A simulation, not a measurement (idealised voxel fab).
Documented hereafter: the process module known as voxel spacer lines.
Square cells of 5 nm make up the cross-section cut, whose width is 270 nm.
Think of the cross-section as a grid of square cells. We describe it in bands, top to bottom, and each band covers one or more rows of those cells.
Heights first: top, then bottom, in nm. Then materials, left to right, each with a width in nm. "throughout" on a single material: fills the band edge to edge. "blank": empty space.
Below 0: as-received wafer, all one material; heights counted from there. Lowest band: no bottom, goes on down, written "0 down".
The two numbers in a width such as "30->40" mark its ends across the band: the first belongs to the top row of cells, the second to the bottom row, and from each row to the next the width moves by the same amount.
You'll sometimes find "left unchanged" written for a step, and that's the way of saying that nowhere in the cross-section did a cell change during that step.
Basically, "Closed cavities" tells you about the enclosed voids: empty spaces with no open way to the top, 8 cells or bigger, each written width x height at distance, where distance is from the left edge, all in nm.
Post-settings text on a step line: simulator's own remark regarding the step.
"overlay nm", when on a step's line for a step with a mask, measures how far to the right of its planned place the mask lay; a negative measure means to the left.

### Intended process steps
1) RECEIVE | material Si
2) CONFORMAL_DEP | material Al2O3 | thk nm 5
3) DIRECTIONAL_DEP | material SiN | thk nm 15
4) DIRECTIONAL_DEP | material aC | thk nm 20
5) PATTERN | tone cover | mask id MANDREL | material resist | width nm 25 | pitch nm 70 | thk nm 25 | overlay nm 0
6) DIRECTIONAL_ETCH | etch materials aC | depth nm 20
7) STRIP | etch materials resist
8) CONFORMAL_DEP | material SiO2 | thk nm 10
9) DIRECTIONAL_ETCH | etch materials SiO2 | depth nm 10
10) STRIP | etch materials aC
11) DIRECTIONAL_ETCH | etch materials SiN | depth nm 15
12) STRIP | etch materials SiO2
13) FILL_DEP | material SiO2 | thk nm 10
14) CMP | height nm 20

### First of two wafers, processed according to plan

### Wafer cross-section on receipt, i.e. after step 1
> 0 down: Si throughout
> Closed cavities: none

### Wafer xsec, post step 2
> 5 to 0: Al2O3 throughout
> Note: structure below 0 unchanged.

### Wafer xsec, post step 3
> 20 to 5: SiN throughout
> Note: structure below 5 unchanged.

### Wafer xsec, post step 4
> 40 to 20: aC throughout
> Note: structure below 20 unchanged.

### Wafer xsec, post step 5
> 65 to 40: 50 nm blank, 25 nm resist, 45 nm blank, 25 nm resist, 45 nm blank, 25 nm resist, 55 nm blank
> Note: structure below 40 unchanged.

### Wafer xsec, post step 6
> 45 to 40: 50 nm blank, 25 nm resist, 45 nm blank, 25 nm resist, 45 nm blank, 25 nm resist, 55 nm blank
> 40 to 20: 50 nm blank, 25 nm aC, 45 nm blank, 25 nm aC, 45 nm blank, 25 nm aC, 55 nm blank
> Note: structure below 20 unchanged.

### Wafer xsec, post step 7
> 40 to 20: 50 nm blank, 25 nm aC, 45 nm blank, 25 nm aC, 45 nm blank, 25 nm aC, 55 nm blank
> Note: structure below 20 unchanged.

### Wafer xsec, post step 8
> 50 to 40: 40 nm blank, 45 nm SiO2, 25 nm blank, 45 nm SiO2, 25 nm blank, 45 nm SiO2, 45 nm blank
> 40 to 30: 40 nm blank, 10 nm SiO2, 25 nm aC, 10 nm SiO2, 25 nm blank, 10 nm SiO2, 25 nm aC, 10 nm SiO2, 25 nm blank, 10 nm SiO2, 25 nm aC, 10 nm SiO2, 45 nm blank
> 30 to 20: 50 nm SiO2, 25 nm aC, 45 nm SiO2, 25 nm aC, 45 nm SiO2, 25 nm aC, 55 nm SiO2
> Note: structure below 20 unchanged.

### Wafer xsec, post step 9
> 40 to 20: 40 nm blank, 10 nm SiO2, 25 nm aC, 10 nm SiO2, 25 nm blank, 10 nm SiO2, 25 nm aC, 10 nm SiO2, 25 nm blank, 10 nm SiO2, 25 nm aC, 10 nm SiO2, 45 nm blank
> Note: structure below 20 unchanged.

### Wafer xsec, post step 10
> 40 to 20: 40 nm blank, 10 nm SiO2, 25 nm blank, 10 nm SiO2, 25 nm blank, 10 nm SiO2, 25 nm blank, 10 nm SiO2, 25 nm blank, 10 nm SiO2, 25 nm blank, 10 nm SiO2, 45 nm blank
> Note: structure below 20 unchanged.

### Wafer xsec, post step 11
> 40 to 20: 40 nm blank, 10 nm SiO2, 25 nm blank, 10 nm SiO2, 25 nm blank, 10 nm SiO2, 25 nm blank, 10 nm SiO2, 25 nm blank, 10 nm SiO2, 25 nm blank, 10 nm SiO2, 45 nm blank
> 20 to 5: 40 nm blank, 10 nm SiN, 25 nm blank, 10 nm SiN, 25 nm blank, 10 nm SiN, 25 nm blank, 10 nm SiN, 25 nm blank, 10 nm SiN, 25 nm blank, 10 nm SiN, 45 nm blank
> Note: structure below 5 unchanged.

### Wafer xsec, post step 12
> 20 to 5: 40 nm blank, 10 nm SiN, 25 nm blank, 10 nm SiN, 25 nm blank, 10 nm SiN, 25 nm blank, 10 nm SiN, 25 nm blank, 10 nm SiN, 25 nm blank, 10 nm SiN, 45 nm blank
> Note: structure below 5 unchanged.

### Wafer xsec, post step 13
> 30 to 20: SiO2 throughout
> 20 to 5: 40 nm SiO2, 10 nm SiN, 25 nm SiO2, 10 nm SiN, 25 nm SiO2, 10 nm SiN, 25 nm SiO2, 10 nm SiN, 25 nm SiO2, 10 nm SiN, 25 nm SiO2, 10 nm SiN, 45 nm SiO2
> Note: structure below 5 unchanged.

### Wafer xsec, post step 14
> 20 to 5: 40 nm SiO2, 10 nm SiN, 25 nm SiO2, 10 nm SiN, 25 nm SiO2, 10 nm SiN, 25 nm SiO2, 10 nm SiN, 25 nm SiO2, 10 nm SiN, 25 nm SiO2, 10 nm SiN, 45 nm SiO2
> Note: structure below 5 unchanged.

### What follows concerns the second wafer, which started out like the first and was meant to follow the very same plan; one mistake crept in when it was run, but everything up to and including step 12 is the same as for the first wafer

### Here is the second wafer in cross-section at the point where step 13 of the plan should have been done
> 30 to 20: Al2O3 throughout
> 20 to 5: 40 nm Al2O3, 10 nm SiN, 25 nm Al2O3, 10 nm SiN, 25 nm Al2O3, 10 nm SiN, 25 nm Al2O3, 10 nm SiN, 25 nm Al2O3, 10 nm SiN, 25 nm Al2O3, 10 nm SiN, 45 nm Al2O3
> Note: structure below 5 unchanged.

### Here is the second wafer in cross-section at the point where step 14 of the plan should have been done
> 20 to 5: 40 nm Al2O3, 10 nm SiN, 25 nm Al2O3, 10 nm SiN, 25 nm Al2O3, 10 nm SiN, 25 nm Al2O3, 10 nm SiN, 25 nm Al2O3, 10 nm SiN, 25 nm Al2O3, 10 nm SiN, 45 nm Al2O3
> Note: structure below 5 unchanged.
Here's what went sideways: step 13 was not run as planned; what actually ran was FILL_DEP | material Al2O3 | thk nm 10
Wafer comparison, final, in cells, second relative to first, materials more or fewer: Al2O3 +126; SiO2 -126
